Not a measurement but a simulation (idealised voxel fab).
This is a process module. Its name is voxel capacitor over wiring.
Each square cell in cross-section cut measures 5 nm, and the section as a whole is 170 nm wide.
This document writes a cross-section as a grid whose cells are square, and gives it as bands, listed from the top down; one or more rows of cells form a band. The band entry comprises the height of the band's top followed by the height of its bottom, expressed in nm, and subsequently the band's materials from left to right, each stated together with its width in nm. Where a single material is marked with the word "everywhere", that material fills the band from edge to edge. The word "empty" represents empty space. Ref level 0: as-received wafer is one material below here. Bottom band extends down with no lower bound ("0 nm and below"). Width "30..40": first value at the band's top row of cells, second value at its bottom row, equal change from row to row. "no alteration", as given for a step, is the statement that not any cell of the cross-section underwent a change during that step. Closed-off voids of 8+ cells (no open route to the top) go in "Unvented internal voids", written width x height at distance from the left edge, in nm. On each step's line, the part that comes after the settings is the simulator's own comment on the step. If you see "overlay nm" on a step's line and that step has a mask, it's telling you how far right of where it was planned the mask ended up; a negative number means it went left instead.
# The planned process steps are enumerated hereunder
1. RECEIVE,material Si
2. CONFORMAL_DEP,material SiO2,thk nm 15
3. CONFORMAL_DEP,material SiN,thk nm 5
4. DIRECTIONAL_DEP,material SiO2,thk nm 25
5. DIRECTIONAL_DEP,material aC,thk nm 15
6. PATTERN,tone open,mask id METAL_1,material resist,width nm 30,pitch nm 90,thk nm 30,overlay nm 0
7. DIRECTIONAL_ETCH,etch materials aC,depth nm 15
8. STRIP,etch materials resist
9. DIRECTIONAL_ETCH,etch materials SiO2,depth nm 25
10. DIRECTIONAL_ETCH,etch materials SiN,depth nm 5
11. STRIP,etch materials aC
12. CONFORMAL_DEP,material TiN,thk nm 5
13. FILL_DEP,material Cu,thk nm 10
14. CMP,height nm 45
15. CONFORMAL_DEP,material SiCN,thk nm 5
16. DIRECTIONAL_DEP,material SiO2,thk nm 15
17. PATTERN,tone open,mask id PLUG_1,material resist,width nm 15,thk nm 20,overlay nm 0
18. DIRECTIONAL_ETCH,etch materials SiO2,depth nm 15
19. DIRECTIONAL_ETCH,etch materials SiCN,depth nm 5
20. STRIP,etch materials resist
21. CONFORMAL_DEP,material TiN,thk nm 5
22. FILL_DEP,material W,thk nm 5
23. CMP,height nm 65
24. DIRECTIONAL_DEP,material TiN,thk nm 5
25. DIRECTIONAL_DEP,material SiN,thk nm 5
26. DIRECTIONAL_DEP,material TiN,thk nm 5
27. MASKED_ETCH,tone cover,mask id UPPER_PLATE,width nm 65,etch materials TiN,depth nm 5,overlay nm 0
28. MASKED_ETCH,tone cover,mask id UPPER_PLATE,width nm 65,etch materials SiN,depth nm 5,overlay nm 0
29. DIRECTIONAL_DEP,material aC,thk nm 15
30. PATTERN,tone cover,mask id LOWER_PLATE,material resist,width nm 75,thk nm 35,overlay nm 0
31. DIRECTIONAL_ETCH,etch materials aC,depth nm 15
32. STRIP,etch materials resist
33. DIRECTIONAL_ETCH,etch materials TiN,depth nm 5
34. STRIP,etch materials aC
35. FILL_DEP,material SiO2,thk nm 15
36. CMP,height nm 90
37. MASKED_ETCH,tone open,mask id PLUG_2,width nm 15,etch materials SiO2,depth nm 10,overlay nm 0
38. CONFORMAL_DEP,material TiN,thk nm 5
39. FILL_DEP,material Cu,thk nm 5
40. CMP,height nm 90
41. CONFORMAL_DEP,material SiCN,thk nm 5
# Concerning the first of two wafers, which was run in accordance with the plan
# Cross-section of the wafer at receipt, which is the condition after step 1
* 0 nm and below | Si everywhere
* Unvented internal voids: none
# Cross-section: wafer state after step 2
* 15 nm to 0 nm | SiO2 everywhere
* Under the height 0 nothing was changed.
# Cross-section: wafer state after step 3
* 20 nm to 15 nm | SiN everywhere
* Under the height 15 nothing was changed.
# Cross-section: wafer state after step 4
* 45 nm to 20 nm | SiO2 everywhere
* Under the height 20 nothing was changed.
# Cross-section: wafer state after step 5
* 60 nm to 45 nm | aC everywhere
* Under the height 45 nothing was changed.
# Cross-section: wafer state after step 6
* 90 nm to 60 nm | resist: 25, empty: 30, resist: 60, empty: 30, resist: 25
* Under the height 60 nothing was changed.
# Cross-section: wafer state after step 7
* 75 nm to 60 nm | resist: 25, empty: 30, resist: 60, empty: 30, resist: 25
* 60 nm to 45 nm | aC: 25, empty: 30, aC: 60, empty: 30, aC: 25
* Under the height 45 nothing was changed.
# Cross-section: wafer state after step 8
* 60 nm to 45 nm | aC: 25, empty: 30, aC: 60, empty: 30, aC: 25
* Under the height 45 nothing was changed.
# Cross-section: wafer state after step 9
* 60 nm to 45 nm | aC: 25, empty: 30, aC: 60, empty: 30, aC: 25
* 45 nm to 20 nm | SiO2: 25, empty: 30, SiO2: 60, empty: 30, SiO2: 25
* Under the height 20 nothing was changed.
# Cross-section: wafer state after step 10
* 60 nm to 45 nm | aC: 25, empty: 30, aC: 60, empty: 30, aC: 25
* 45 nm to 20 nm | SiO2: 25, empty: 30, SiO2: 60, empty: 30, SiO2: 25
* 20 nm to 15 nm | SiN: 25, empty: 30, SiN: 60, empty: 30, SiN: 25
* Under the height 15 nothing was changed.
# Cross-section: wafer state after step 11
* 45 nm to 20 nm | SiO2: 25, empty: 30, SiO2: 60, empty: 30, SiO2: 25
* Under the height 20 nothing was changed.
# Cross-section: wafer state after step 12
* 50 nm to 45 nm | TiN: 30, empty: 20, TiN: 70, empty: 20, TiN: 30
* 45 nm to 20 nm | SiO2: 25, TiN: 5, empty: 20, TiN: 5, SiO2: 60, TiN: 5, empty: 20, TiN: 5, SiO2: 25
* 20 nm to 15 nm | SiN: 25, TiN: 30, SiN: 60, TiN: 30, SiN: 25
* Under the height 15 nothing was changed.
# Cross-section: wafer state after step 13
* 60 nm to 50 nm | Cu everywhere
* 50 nm to 45 nm | TiN: 30, Cu: 20, TiN: 70, Cu: 20, TiN: 30
* 45 nm to 20 nm | SiO2: 25, TiN: 5, Cu: 20, TiN: 5, SiO2: 60, TiN: 5, Cu: 20, TiN: 5, SiO2: 25
* Under the height 20 nothing was changed.
# Cross-section: wafer state after step 14
* 45 nm to 20 nm | SiO2: 25, TiN: 5, Cu: 20, TiN: 5, SiO2: 60, TiN: 5, Cu: 20, TiN: 5, SiO2: 25
* Under the height 20 nothing was changed.
# Cross-section: wafer state after step 15
* 50 nm to 45 nm | SiCN everywhere
* Under the height 45 nothing was changed.
# Cross-section: wafer state after step 16
* 65 nm to 50 nm | SiO2 everywhere
* Under the height 50 nothing was changed.
# Cross-section: wafer state after step 17
* 85 nm to 65 nm | resist: 40, empty: 15, resist: 115
* Under the height 65 nothing was changed.
# Cross-section: wafer state after step 18
* 85 nm to 65 nm | resist: 40, empty: 15, resist: 115
* 65 nm to 50 nm | SiO2: 40, empty: 15, SiO2: 115
* Under the height 50 nothing was changed.
# Cross-section: wafer state after step 19
* 85 nm to 65 nm | resist: 40, empty: 15, resist: 115
* 65 nm to 50 nm | SiO2: 40, empty: 15, SiO2: 115
* 50 nm to 45 nm | SiCN: 40, empty: 15, SiCN: 115
* Under the height 45 nothing was changed.
# Cross-section: wafer state after step 20
* 65 nm to 50 nm | SiO2: 40, empty: 15, SiO2: 115
* Under the height 50 nothing was changed.
# Cross-section: wafer state after step 21
* 70 nm to 65 nm | TiN: 45, empty: 5, TiN: 120
* 65 nm to 50 nm | SiO2: 40, TiN: 5, empty: 5, TiN: 5, SiO2: 115
* 50 nm to 45 nm | SiCN: 40, TiN: 15, SiCN: 115
* Under the height 45 nothing was changed.
# Cross-section: wafer state after step 22
* 75 nm to 70 nm | W everywhere
* 70 nm to 65 nm | TiN: 45, W: 5, TiN: 120
* 65 nm to 50 nm | SiO2: 40, TiN: 5, W: 5, TiN: 5, SiO2: 115
* Under the height 50 nothing was changed.
# Cross-section: wafer state after step 23
* 65 nm to 50 nm | SiO2: 40, TiN: 5, W: 5, TiN: 5, SiO2: 115
* Under the height 50 nothing was changed.
# Cross-section: wafer state after step 24
* 70 nm to 65 nm | TiN everywhere
* Under the height 65 nothing was changed.
# Cross-section: wafer state after step 25
* 75 nm to 70 nm | SiN everywhere
* Under the height 70 nothing was changed.
# Cross-section: wafer state after step 26
* 80 nm to 75 nm | TiN everywhere
* Under the height 75 nothing was changed.
# Cross-section: wafer state after step 27
* 80 nm to 75 nm | empty: 40, TiN: 65, empty: 65
* Under the height 75 nothing was changed.
# Cross-section: wafer state after step 28
* 80 nm to 75 nm | empty: 40, TiN: 65, empty: 65
* 75 nm to 70 nm | empty: 40, SiN: 65, empty: 65
* Under the height 70 nothing was changed.
# Cross-section: wafer state after step 29
* 95 nm to 85 nm | empty: 40, aC: 65, empty: 65
* 85 nm to 80 nm | aC everywhere
* 80 nm to 75 nm | aC: 40, TiN: 65, aC: 65
* 75 nm to 70 nm | aC: 40, SiN: 65, aC: 65
* Under the height 70 nothing was changed.
# Cross-section: wafer state after step 30
* 130 nm to 95 nm | empty: 35, resist: 75, empty: 60
* 95 nm to 85 nm | empty: 35, resist: 5, aC: 65, resist: 5, empty: 60
* Under the height 85 nothing was changed.
# Cross-section: wafer state after step 31
* 115 nm to 95 nm | empty: 35, resist: 75, empty: 60
* 95 nm to 85 nm | empty: 35, resist: 5, aC: 65, resist: 5, empty: 60
* 85 nm to 80 nm | empty: 35, aC: 75, empty: 60
* 80 nm to 75 nm | empty: 35, aC: 5, TiN: 65, aC: 5, empty: 60
* 75 nm to 70 nm | empty: 35, aC: 5, SiN: 65, aC: 5, empty: 60
* Under the height 70 nothing was changed.
# Cross-section: wafer state after step 32
* 95 nm to 85 nm | empty: 40, aC: 65, empty: 65
* Under the height 85 nothing was changed.
# Cross-section: wafer state after step 33
* 95 nm to 85 nm | empty: 40, aC: 65, empty: 65
* 85 nm to 80 nm | empty: 35, aC: 75, empty: 60
* 80 nm to 75 nm | empty: 35, aC: 5, TiN: 65, aC: 5, empty: 60
* 75 nm to 70 nm | empty: 35, aC: 5, SiN: 65, aC: 5, empty: 60
* 70 nm to 65 nm | empty: 35, TiN: 75, empty: 60
* Under the height 65 nothing was changed.
# Cross-section: wafer state after step 34
* 80 nm to 75 nm | empty: 40, TiN: 65, empty: 65
* 75 nm to 70 nm | empty: 40, SiN: 65, empty: 65
* Under the height 70 nothing was changed.
# Cross-section: wafer state after step 35
* 95 nm to 80 nm | SiO2 everywhere
* 80 nm to 75 nm | SiO2: 40, TiN: 65, SiO2: 65
* 75 nm to 70 nm | SiO2: 40, SiN: 65, SiO2: 65
* 70 nm to 65 nm | SiO2: 35, TiN: 75, SiO2: 60
* Under the height 65 nothing was changed.
# Cross-section: wafer state after step 36
* 90 nm to 80 nm | SiO2 everywhere
* Under the height 80 nothing was changed.
# Cross-section: wafer state after step 37
* 90 nm to 80 nm | SiO2: 50, empty: 15, SiO2: 105
* Under the height 80 nothing was changed.
# Cross-section: wafer state after step 38
* 95 nm to 90 nm | TiN: 55, empty: 5, TiN: 110
* 90 nm to 85 nm | SiO2: 50, TiN: 5, empty: 5, TiN: 5, SiO2: 105
* 85 nm to 75 nm | SiO2: 50..40, TiN: 15..65, SiO2: 105..65
* Under the height 75 nothing was changed.
# Cross-section: wafer state after step 39
* 100 nm to 95 nm | Cu everywhere
* 95 nm to 90 nm | TiN: 55, Cu: 5, TiN: 110
* 90 nm to 85 nm | SiO2: 50, TiN: 5, Cu: 5, TiN: 5, SiO2: 105
* Under the height 85 nothing was changed.
# Cross-section: wafer state after step 40
* 90 nm to 85 nm | SiO2: 50, TiN: 5, Cu: 5, TiN: 5, SiO2: 105
* Under the height 85 nothing was changed.
# Cross-section: wafer state after step 41
* 95 nm to 90 nm | SiCN everywhere
* Under the height 90 nothing was changed.
# Okay, second wafer. Nothing different at the start, nothing different in the plan, just one mistake somewhere in the running. As far as step 11, counting that step, it's the first wafer all over again
# Here is the second wafer in cross-section at the point where step 12 of the plan should have been done
* 50 nm to 45 nm | SiCN: 30, empty: 20, SiCN: 70, empty: 20, SiCN: 30
* 45 nm to 20 nm | SiO2: 25, SiCN: 5, empty: 20, SiCN: 5, SiO2: 60, SiCN: 5, empty: 20, SiCN: 5, SiO2: 25
* 20 nm to 15 nm | SiN: 25, SiCN: 30, SiN: 60, SiCN: 30, SiN: 25
* Under the height 15 nothing was changed.
# Here is the second wafer in cross-section at the point where step 13 of the plan should have been done
* 60 nm to 50 nm | Cu everywhere
* 50 nm to 45 nm | SiCN: 30, Cu: 20, SiCN: 70, Cu: 20, SiCN: 30
* 45 nm to 20 nm | SiO2: 25, SiCN: 5, Cu: 20, SiCN: 5, SiO2: 60, SiCN: 5, Cu: 20, SiCN: 5, SiO2: 25
* Under the height 20 nothing was changed.
# Here is the second wafer in cross-section at the point where step 14 of the plan should have been done
* 45 nm to 20 nm | SiO2: 25, SiCN: 5, Cu: 20, SiCN: 5, SiO2: 60, SiCN: 5, Cu: 20, SiCN: 5, SiO2: 25
* Under the height 20 nothing was changed.
# Here is the second wafer in cross-section at the point where step 15 of the plan should have been done
* 50 nm to 45 nm | SiCN everywhere
* Under the height 45 nothing was changed.
# Here is the second wafer in cross-section at the point where step 16 of the plan should have been done
* 65 nm to 50 nm | SiO2 everywhere
* Under the height 50 nothing was changed.
# Here is the second wafer in cross-section at the point where step 17 of the plan should have been done
* 85 nm to 65 nm | resist: 40, empty: 15, resist: 115
* Under the height 65 nothing was changed.
# Here is the second wafer in cross-section at the point where step 18 of the plan should have been done
* 85 nm to 65 nm | resist: 40, empty: 15, resist: 115
* 65 nm to 50 nm | SiO2: 40, empty: 15, SiO2: 115
* Under the height 50 nothing was changed.
# Here is the second wafer in cross-section at the point where step 19 of the plan should have been done
* 85 nm to 65 nm | resist: 40, empty: 15, resist: 115
* 65 nm to 50 nm | SiO2: 40, empty: 15, SiO2: 115
* 50 nm to 45 nm | SiCN: 40, empty: 15, SiCN: 115
* Under the height 45 nothing was changed.
# Here is the second wafer in cross-section at the point where step 20 of the plan should have been done
* 65 nm to 50 nm | SiO2: 40, empty: 15, SiO2: 115
* Under the height 50 nothing was changed.
# Here is the second wafer in cross-section at the point where step 21 of the plan should have been done
* 70 nm to 65 nm | TiN: 45, empty: 5, TiN: 120
* 65 nm to 50 nm | SiO2: 40, TiN: 5, empty: 5, TiN: 5, SiO2: 115
* 50 nm to 45 nm | SiCN: 40, TiN: 15, SiCN: 115
* Under the height 45 nothing was changed.
# Here is the second wafer in cross-section at the point where step 22 of the plan should have been done
* 75 nm to 70 nm | W everywhere
* 70 nm to 65 nm | TiN: 45, W: 5, TiN: 120
* 65 nm to 50 nm | SiO2: 40, TiN: 5, W: 5, TiN: 5, SiO2: 115
* Under the height 50 nothing was changed.
# Here is the second wafer in cross-section at the point where step 23 of the plan should have been done
* 65 nm to 50 nm | SiO2: 40, TiN: 5, W: 5, TiN: 5, SiO2: 115
* Under the height 50 nothing was changed.
# Here is the second wafer in cross-section at the point where step 24 of the plan should have been done
* 70 nm to 65 nm | TiN everywhere
* Under the height 65 nothing was changed.
# Here is the second wafer in cross-section at the point where step 25 of the plan should have been done
* 75 nm to 70 nm | SiN everywhere
* Under the height 70 nothing was changed.
# Here is the second wafer in cross-section at the point where step 26 of the plan should have been done
* 80 nm to 75 nm | TiN everywhere
* Under the height 75 nothing was changed.
# Here is the second wafer in cross-section at the point where step 27 of the plan should have been done
* 80 nm to 75 nm | empty: 40, TiN: 65, empty: 65
* Under the height 75 nothing was changed.
# Here is the second wafer in cross-section at the point where step 28 of the plan should have been done
* 80 nm to 75 nm | empty: 40, TiN: 65, empty: 65
* 75 nm to 70 nm | empty: 40, SiN: 65, empty: 65
* Under the height 70 nothing was changed.
# Here is the second wafer in cross-section at the point where step 29 of the plan should have been done
* 95 nm to 85 nm | empty: 40, aC: 65, empty: 65
* 85 nm to 80 nm | aC everywhere
* 80 nm to 75 nm | aC: 40, TiN: 65, aC: 65
* 75 nm to 70 nm | aC: 40, SiN: 65, aC: 65
* Under the height 70 nothing was changed.
# Here is the second wafer in cross-section at the point where step 30 of the plan should have been done
* 130 nm to 95 nm | empty: 35, resist: 75, empty: 60
* 95 nm to 85 nm | empty: 35, resist: 5, aC: 65, resist: 5, empty: 60
* Under the height 85 nothing was changed.
# Here is the second wafer in cross-section at the point where step 31 of the plan should have been done
* 115 nm to 95 nm | empty: 35, resist: 75, empty: 60
* 95 nm to 85 nm | empty: 35, resist: 5, aC: 65, resist: 5, empty: 60
* 85 nm to 80 nm | empty: 35, aC: 75, empty: 60
* 80 nm to 75 nm | empty: 35, aC: 5, TiN: 65, aC: 5, empty: 60
* 75 nm to 70 nm | empty: 35, aC: 5, SiN: 65, aC: 5, empty: 60
* Under the height 70 nothing was changed.
# Here is the second wafer in cross-section at the point where step 32 of the plan should have been done
* 95 nm to 85 nm | empty: 40, aC: 65, empty: 65
* Under the height 85 nothing was changed.
# Here is the second wafer in cross-section at the point where step 33 of the plan should have been done
* 95 nm to 85 nm | empty: 40, aC: 65, empty: 65
* 85 nm to 80 nm | empty: 35, aC: 75, empty: 60
* 80 nm to 75 nm | empty: 35, aC: 5, TiN: 65, aC: 5, empty: 60
* 75 nm to 70 nm | empty: 35, aC: 5, SiN: 65, aC: 5, empty: 60
* 70 nm to 65 nm | empty: 35, TiN: 75, empty: 60
* Under the height 65 nothing was changed.
# Here is the second wafer in cross-section at the point where step 34 of the plan should have been done
* 80 nm to 75 nm | empty: 40, TiN: 65, empty: 65
* 75 nm to 70 nm | empty: 40, SiN: 65, empty: 65
* Under the height 70 nothing was changed.
# Here is the second wafer in cross-section at the point where step 35 of the plan should have been done
* 95 nm to 80 nm | SiO2 everywhere
* 80 nm to 75 nm | SiO2: 40, TiN: 65, SiO2: 65
* 75 nm to 70 nm | SiO2: 40, SiN: 65, SiO2: 65
* 70 nm to 65 nm | SiO2: 35, TiN: 75, SiO2: 60
* Under the height 65 nothing was changed.
# Here is the second wafer in cross-section at the point where step 36 of the plan should have been done
* 90 nm to 80 nm | SiO2 everywhere
* Under the height 80 nothing was changed.
# Here is the second wafer in cross-section at the point where step 37 of the plan should have been done
* 90 nm to 80 nm | SiO2: 50, empty: 15, SiO2: 105
* Under the height 80 nothing was changed.
# Here is the second wafer in cross-section at the point where step 38 of the plan should have been done
* 95 nm to 90 nm | TiN: 55, empty: 5, TiN: 110
* 90 nm to 85 nm | SiO2: 50, TiN: 5, empty: 5, TiN: 5, SiO2: 105
* 85 nm to 75 nm | SiO2: 50..40, TiN: 15..65, SiO2: 105..65
* Under the height 75 nothing was changed.
# Here is the second wafer in cross-section at the point where step 39 of the plan should have been done
* 100 nm to 95 nm | Cu everywhere
* 95 nm to 90 nm | TiN: 55, Cu: 5, TiN: 110
* 90 nm to 85 nm | SiO2: 50, TiN: 5, Cu: 5, TiN: 5, SiO2: 105
* Under the height 85 nothing was changed.
# Here is the second wafer in cross-section at the point where step 40 of the plan should have been done
* 90 nm to 85 nm | SiO2: 50, TiN: 5, Cu: 5, TiN: 5, SiO2: 105
* Under the height 85 nothing was changed.
# Here is the second wafer in cross-section at the point where step 41 of the plan should have been done
* 95 nm to 90 nm | SiCN everywhere
* Under the height 90 nothing was changed.
Run error: planned and actual differ for step 12; actual: CONFORMAL_DEP,material SiCN,thk nm 5
End check, counted in cells, second wafer has more or fewer of these materials than the first: 32 more of SiCN; 32 fewer of TiN
